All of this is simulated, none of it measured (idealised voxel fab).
The document below concerns the process module designated voxel wiring stack.
FYI the section here is cut, 205 nm wide, cells are 5 nm squares.
Square cells in a grid make up a cross-section in this document, and the grid is given as bands, listed from the top down, each one or more rows of cells. In this notation a band is specified by the heights of its top and bottom, in that order and in nm, after which its materials appear from left to right, each paired with its width in nm. The word "edge to edge" attached to a single material means that material fills the band from edge to edge; the word "air" stands for empty space. Heights are measured from 0, the level below which the as-received wafer is all one material; the lowest band has no bottom and continues downward, written as in "from 0 down". The notation "30..40" denotes a width that varies across the rows of cells in the band, beginning at the first number in the top row, finishing at the second number in the bottom row, and changing by an identical amount from each row to the next. What does "nothing changed" mean for a step? It means no cell of the cross-section changed in that step. Empty spaces without an open route to the top, at least 8 cells in extent, make up the entry "Sealed void listing"; each is given as width x height at distance, where the distance is measured from the left edge, and all are in nm. Formally, on a step line, whatever follows the settings is a remark that the simulator itself makes on the step. On any step carrying a mask, the "overlay nm" setting, if present on the step's line, tells how far right of its planned place the mask lay; negative values point to the left.
[List of planned process steps]
step 1: RECEIVE: material Si
step 2: CONFORMAL_DEP: material SiO2, thk nm 10
step 3: CONFORMAL_DEP: material SiCN, thk nm 5
step 4: DIRECTIONAL_DEP: material SiO2, thk nm 25
step 5: PATTERN: tone open, mask id METAL_1, material resist, width nm 25, pitch nm 40, thk nm 20, overlay nm 0
step 6: DIRECTIONAL_ETCH: etch materials SiO2, depth nm 25
step 7: DIRECTIONAL_ETCH: etch materials SiCN, depth nm 5
step 8: STRIP: etch materials resist
step 9: CONFORMAL_DEP: material TiN, thk nm 5
step 10: FILL_DEP: material Cu, thk nm 10
step 11: CMP: height nm 40
step 12: CONFORMAL_DEP: material SiCN, thk nm 5
step 13: DIRECTIONAL_DEP: material SiO2, thk nm 5
step 14: DIRECTIONAL_DEP: material aC, thk nm 15
step 15: PATTERN: tone open, mask id PLUG_1, material resist, width nm 15, thk nm 30, overlay nm 0
step 16: DIRECTIONAL_ETCH: etch materials aC, depth nm 15
step 17: STRIP: etch materials resist
step 18: DIRECTIONAL_ETCH: etch materials SiO2, depth nm 15
step 19: DIRECTIONAL_ETCH: etch materials SiCN, depth nm 5
step 20: STRIP: etch materials aC
step 21: EPI: material Ru, thk nm 10
step 22: EPI: material Ru, thk nm 10
step 23: DIRECTIONAL_DEP: material TiN, thk nm 5
step 24: DIRECTIONAL_DEP: material Ru, thk nm 15
step 25: DIRECTIONAL_DEP: material aC, thk nm 10
step 26: PATTERN: tone cover, mask id METAL_2, material resist, width nm 25, pitch nm 40, thk nm 25, overlay nm 0
step 27: DIRECTIONAL_ETCH: etch materials aC, depth nm 10
step 28: STRIP: etch materials resist
step 29: DIRECTIONAL_ETCH: etch materials Ru, depth nm 15
step 30: DIRECTIONAL_ETCH: etch materials TiN, depth nm 5
step 31: STRIP: etch materials aC
step 32: CONFORMAL_DEP: material SiCN, thk nm 5
step 33: FILL_DEP: material SiO2, thk nm 10
step 34: CMP: height nm 80
step 35: CONFORMAL_DEP: material SiN, thk nm 5
The wafers in this document start out alike and differ in the thk nm applied at step 13; the plan shows the value used for the first wafer.
[After step 1, as received: first of several wafers, cross-section]
from 0 down = Si edge to edge
Sealed void listing: none
[Table: wafers, a row each; end-of-module cell change per material since receipt, gain (+), loss (-); then closed voids]
thk nm 5 | +30 Cu | +50 Ru | +123 SiCN | +41 SiN | +413 SiO2 | +40 TiN | Sealed void listing: none
thk nm 10 | +30 Cu | +44 Ru | +122 SiCN | +41 SiN | +420 SiO2 | +40 TiN | Sealed void listing: none
thk nm 15 | +30 Cu | +42 Ru | +112 SiCN | +41 SiN | +432 SiO2 | +40 TiN | Sealed void listing: none
thk nm 20 | +30 Cu | +23 Ru | +114 SiCN | +41 SiN | +449 SiO2 | +40 TiN | Sealed void listing: none
thk nm 25 | +30 Cu | +16 Ru | +110 SiCN | +41 SiN | +460 SiO2 | +40 TiN | Sealed void listing: none
thk nm 30 | +30 Cu | +9 Ru | +103 SiCN | +41 SiN | +474 SiO2 | +40 TiN | Sealed void listing: none
